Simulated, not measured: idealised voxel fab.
process module | voxel capacitor over wiring
cross-section cut | 245 nm wide | cells 5 nm
A cross-section is a grid of square cells, given in bands from the top down. A band is one or more rows of cells.
Each band's line starts with the height of the band's top and of its bottom, in nm. Then come its materials from left to right, each with its width in nm. One material with "throughout" fills the band from edge to edge. "air" is empty space.
Height 0 is the level under which the wafer as received is all one material. The lowest band goes on downwards, as in "0 down".
A width such as "30 to 40" changes by the same amount from each row of cells to the next, from the band's top row to its bottom row.
"no change" after a step means that no cell of the cross-section changed.
closed voids: empty space of 8 cells or more with no open way to the top, each as width x height at its distance from the left edge, in nm
after a step's settings: what the simulator itself notes on the step
overlay nm, on a step with a mask: how far to the right of its planned place the mask lay; to the left if negative
plan
1 op RECEIVE | material Si
2 op CONFORMAL_DEP | material SiO2 | thk nm 10
3 op DIRECTIONAL_DEP | material TiN | thk nm 5
4 op DIRECTIONAL_DEP | material Ru | thk nm 15
5 op PATTERN | tone cover | mask id METAL_1 | material resist | width nm 20 | pitch nm 85 | thk nm 20 | overlay nm 0
6 op DIRECTIONAL_ETCH | etch materials Ru | depth nm 15
7 op DIRECTIONAL_ETCH | etch materials TiN | depth nm 5
8 op STRIP | etch materials resist
9 op CONFORMAL_DEP | material SiN | thk nm 5
10 op FILL_DEP | material SiO2 | thk nm 10
11 op CMP | height nm 30
12 op CONFORMAL_DEP | material SiCN | thk nm 5
13 op DIRECTIONAL_DEP | material SiO2 | thk nm 15
14 op DIRECTIONAL_DEP | material aC | thk nm 10
15 op PATTERN | tone open | mask id PLUG_1 | material resist | width nm 15 | thk nm 25 | overlay nm 0
16 op DIRECTIONAL_ETCH | etch materials aC | depth nm 10
17 op STRIP | etch materials resist
18 op DIRECTIONAL_ETCH | etch materials SiO2 | depth nm 15
19 op DIRECTIONAL_ETCH | etch materials SiCN | depth nm 5
20 op STRIP | etch materials aC
21 op EPI | material Ru | thk nm 10
22 op EPI | material Ru | thk nm 10
23 op DIRECTIONAL_DEP | material TiN | thk nm 10
24 op DIRECTIONAL_DEP | material SiN | thk nm 5
25 op DIRECTIONAL_DEP | material TiN | thk nm 10
26 op PATTERN | tone cover | mask id UPPER_PLATE | material resist | width nm 70 | thk nm 15 | overlay nm 0
27 op DIRECTIONAL_ETCH | etch materials TiN | depth nm 10
28 op DIRECTIONAL_ETCH | etch materials SiN | depth nm 5
29 op STRIP | etch materials resist
30 op PATTERN | tone cover | mask id LOWER_PLATE | material resist | width nm 80 | thk nm 15 | overlay nm 0
31 op DIRECTIONAL_ETCH | etch materials TiN | depth nm 10
32 op STRIP | etch materials resist
33 op FILL_DEP | material SiO2 | thk nm 20
34 op CMP | height nm 90
35 op PATTERN | tone open | mask id PLUG_2 | material resist | width nm 15 | thk nm 15 | overlay nm 0
36 op DIRECTIONAL_ETCH | etch materials SiO2 | depth nm 15
37 op STRIP | etch materials resist
38 op CONFORMAL_DEP | material TiN | thk nm 5
39 op FILL_DEP | material W | thk nm 10
40 op CMP | height nm 90
41 op CONFORMAL_DEP | material SiN | thk nm 5
as received, after step 1
  0 down: Si throughout
  closed voids: none
first wafer at the end, as planned
  95 to 90: SiN throughout
  90 to 80: SiO2 85 | TiN 5 | W 5 | TiN 5 | SiO2 145
  80 to 75: SiO2 85 | TiN 15 | SiO2 145
  75 to 65: SiO2 75 | TiN 70 | SiO2 100
  65 to 60: SiO2 75 | SiN 70 | SiO2 100
  60 to 50: SiO2 70 | TiN 80 | SiO2 95
  50 to 35: SiO2 75 | Ru 15 | SiO2 155
  35 to 30: SiCN 75 | Ru 15 | SiCN 155
  30 to 15: SiO2 65 | SiN 5 | Ru 20 | SiN 5 | SiO2 55 | SiN 5 | Ru 20 | SiN 5 | SiO2 65
  15 to 10: SiN 70 | TiN 20 | SiN 65 | TiN 20 | SiN 70
  10 to 0: SiO2 throughout
  0 down: Si throughout
  closed voids: none
second wafer at the end: like start, like plan, one mistake
  95 to 90: SiN throughout
  90 to 80: SiO2 85 | TiN 5 | W 5 | TiN 5 | SiO2 145
  80 to 75: SiO2 85 | TiN 15 | SiO2 145
  75 to 65: SiO2 90 | TiN 55 | SiO2 100
  65 to 60: SiO2 90 | SiN 55 | SiO2 100
  60 to 55: SiO2 70 | TiN 5 | SiO2 15 | TiN 60 | SiO2 95
  55 to 45: SiO2 70 to 75 | TiN 80 to 15 | SiO2 95 to 155
  45 to 40: SiO2 75 | SiN 15 | SiO2 155
  40 to 35: SiO2 75 | TiN 15 | SiO2 155
  35 to 30: SiCN 75 | TiN 15 | SiCN 155
  30 to 15: Ru 70 | SiN 5 | SiO2 10 | SiN 5 | Ru 65 | SiN 5 | SiO2 10 | SiN 5 | Ru 70
  15 to 10: TiN 70 | SiN 20 | TiN 65 | SiN 20 | TiN 70
  10 to 0: SiO2 throughout
  0 down: Si throughout
  closed voids: none
what went wrong: step 5 ran as: op PATTERN | tone open | mask id METAL_1 | material resist | width nm 20 | pitch nm 85 | thk nm 20 | overlay nm 0
at the end the second wafer has, in cells: 87 more of Ru | 33 fewer of SiN | 87 fewer of SiO2 | 33 more of TiN
